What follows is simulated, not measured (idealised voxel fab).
process module | voxel ribs on slabs
cross-section cut | 185 nm wide | cells 5 nm
A cross-section is a grid of square cells, given in bands from the top down. A band is one or more rows of cells.
Each band's line starts with the height of the band's top and of its bottom, in nm. Then come its materials from left to right, each with its width in nm. One material with "throughout" fills the band from edge to edge. "air" is empty space.
Height 0 is the level under which the wafer as received is all one material. The lowest band goes on downwards, as in "0 down".
A width such as "30 to 40" changes by the same amount from each row of cells to the next, from the band's top row to its bottom row.
"no change" after a step means that no cell of the cross-section changed.
closed voids: empty space of 8 cells or more with no open way to the top, each as width x height at its distance from the left edge, in nm
after a step's settings: what the simulator itself notes on the step
overlay nm, on a step with a mask: how far to the right of its planned place the mask lay; to the left if negative
plan
1 op RECEIVE | material Si
2 op DIRECTIONAL_DEP | material SiO2 | thk nm 25
3 op DIRECTIONAL_DEP | material SiN | thk nm 20
4 op MASKED_ETCH | tone cover | mask id RIB | width nm 25 | etch materials SiN | depth nm 10 | overlay nm 0
5 op MASKED_ETCH | tone cover | mask id SLAB | width nm 75 | etch materials SiN | depth nm 10 | overlay nm 0
6 op FILL_DEP | material SiO2 | thk nm 25
7 op CMP | height nm 60
8 op DIRECTIONAL_DEP | material TiN | thk nm 10
9 op MASKED_ETCH | tone cover | mask id HEATER | width nm 35 | etch materials TiN | depth nm 10 | overlay nm 0
10 op CONFORMAL_DEP | material SiO2 | thk nm 5
first wafer, as planned
as received, after step 1
  0 down: Si throughout
  closed voids: none
after step 2
  25 to 0: SiO2 throughout
  below 0: unchanged
after step 3
  45 to 25: SiN throughout
  below 25: unchanged
after step 4
  45 to 35: air 80 | SiN 25 | air 80
  below 35: unchanged
after step 5
  45 to 35: air 80 | SiN 25 | air 80
  35 to 25: air 55 | SiN 75 | air 55
  below 25: unchanged
after step 6
  70 to 45: SiO2 throughout
  45 to 35: SiO2 80 | SiN 25 | SiO2 80
  35 to 25: SiO2 55 | SiN 75 | SiO2 55
  below 25: unchanged
after step 7
  60 to 45: SiO2 throughout
  below 45: unchanged
after step 8
  70 to 60: TiN throughout
  below 60: unchanged
after step 9
  70 to 60: air 75 | TiN 35 | air 75
  below 60: unchanged
after step 10
  75 to 70: air 70 | SiO2 45 | air 70
  70 to 65: air 70 | SiO2 5 | TiN 35 | SiO2 5 | air 70
  65 to 60: SiO2 75 | TiN 35 | SiO2 75
  below 60: unchanged
second wafer: like start, like plan, one mistake. Through step 1 it matches the first wafer
when step 2 should have ended
  20 to 0: SiN throughout
  below 0: unchanged
when step 3 should have ended
  45 to 20: SiO2 throughout
  below 20: unchanged
when step 4 should have ended: no change
when step 5 should have ended: no change
when step 6 should have ended
  70 to 20: SiO2 throughout
  below 20: unchanged
when step 7 should have ended
  60 to 20: SiO2 throughout
  below 20: unchanged
when step 8 should have ended
  70 to 60: TiN throughout
  below 60: unchanged
when step 9 should have ended
  70 to 60: air 75 | TiN 35 | air 75
  below 60: unchanged
when step 10 should have ended
  75 to 70: air 70 | SiO2 45 | air 70
  70 to 65: air 70 | SiO2 5 | TiN 35 | SiO2 5 | air 70
  65 to 60: SiO2 75 | TiN 35 | SiO2 75
  below 60: unchanged
what went wrong: steps 2 and 3 were swapped
at the end the second wafer has, in cells: 108 more of SiN | 108 fewer of SiO2
